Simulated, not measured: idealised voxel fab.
process module | voxel double patterning
cross-section cut | 205 nm wide | cells 5 nm
A cross-section is a grid of square cells, given in bands from the top down. A band is one or more rows of cells.
Each band's line starts with the height of the band's top and of its bottom, in nm. Then come its materials from left to right, each with its width in nm. One material with "throughout" fills the band from edge to edge. "air" is empty space.
Height 0 is the level under which the wafer as received is all one material. The lowest band goes on downwards, as in "0 down".
A width such as "30 to 40" changes by the same amount from each row of cells to the next, from the band's top row to its bottom row.
"no change" after a step means that no cell of the cross-section changed.
closed voids: empty space of 8 cells or more with no open way to the top, each as width x height at its distance from the left edge, in nm
after a step's settings: what the simulator itself notes on the step
overlay nm, on a step with a mask: how far to the right of its planned place the mask lay; to the left if negative
plan
1 op RECEIVE | material Si
2 op CONFORMAL_DEP | material SiO2 | thk nm 5
3 op DIRECTIONAL_DEP | material W | thk nm 10
4 op DIRECTIONAL_DEP | material SiN | thk nm 10
5 op PATTERN | tone open | mask id FIRST | material resist | width nm 15 | pitch nm 50 | thk nm 15 | overlay nm 0
6 op DIRECTIONAL_ETCH | etch materials SiN | depth nm 10
7 op STRIP | etch materials resist
8 op MASKED_ETCH | tone open | mask id SECOND | width nm 15 | etch materials SiN | depth nm 10 | overlay nm 0
9 op DIRECTIONAL_ETCH | etch materials W | depth nm 10
10 op STRIP | etch materials SiN
first wafer, as planned
as received, after step 1
  0 down: Si throughout
  closed voids: none
after step 2
  5 to 0: SiO2 throughout
  below 0: unchanged
after step 3
  15 to 5: W throughout
  below 5: unchanged
after step 4
  25 to 15: SiN throughout
  below 15: unchanged
after step 5
  40 to 25: resist 70 | air 15 | resist 35 | air 15 | resist 70
  below 25: unchanged
after step 6
  40 to 25: resist 70 | air 15 | resist 35 | air 15 | resist 70
  25 to 15: SiN 70 | air 15 | SiN 35 | air 15 | SiN 70
  below 15: unchanged
after step 7
  25 to 15: SiN 70 | air 15 | SiN 35 | air 15 | SiN 70
  below 15: unchanged
after step 8
  25 to 15: SiN 70 | air 15 | SiN 10 | air 15 | SiN 10 | air 15 | SiN 70
  below 15: unchanged
after step 9
  25 to 15: SiN 70 | air 15 | SiN 10 | air 15 | SiN 10 | air 15 | SiN 70
  15 to 5: W 70 | air 15 | W 10 | air 15 | W 10 | air 15 | W 70
  below 5: unchanged
after step 10
  15 to 5: W 70 | air 15 | W 10 | air 15 | W 10 | air 15 | W 70
  below 5: unchanged
second wafer: like start, like plan, one mistake. Through step 9 it matches the first wafer
when step 10 should have ended
  15 to 5: W 70 | air 15 | W 10 | air 15 | W 10 | air 15 | W 70
  below 5: unchanged
what went wrong: step 10 was run twice
at the end the two cross-sections are the same: no effect in what this model computes
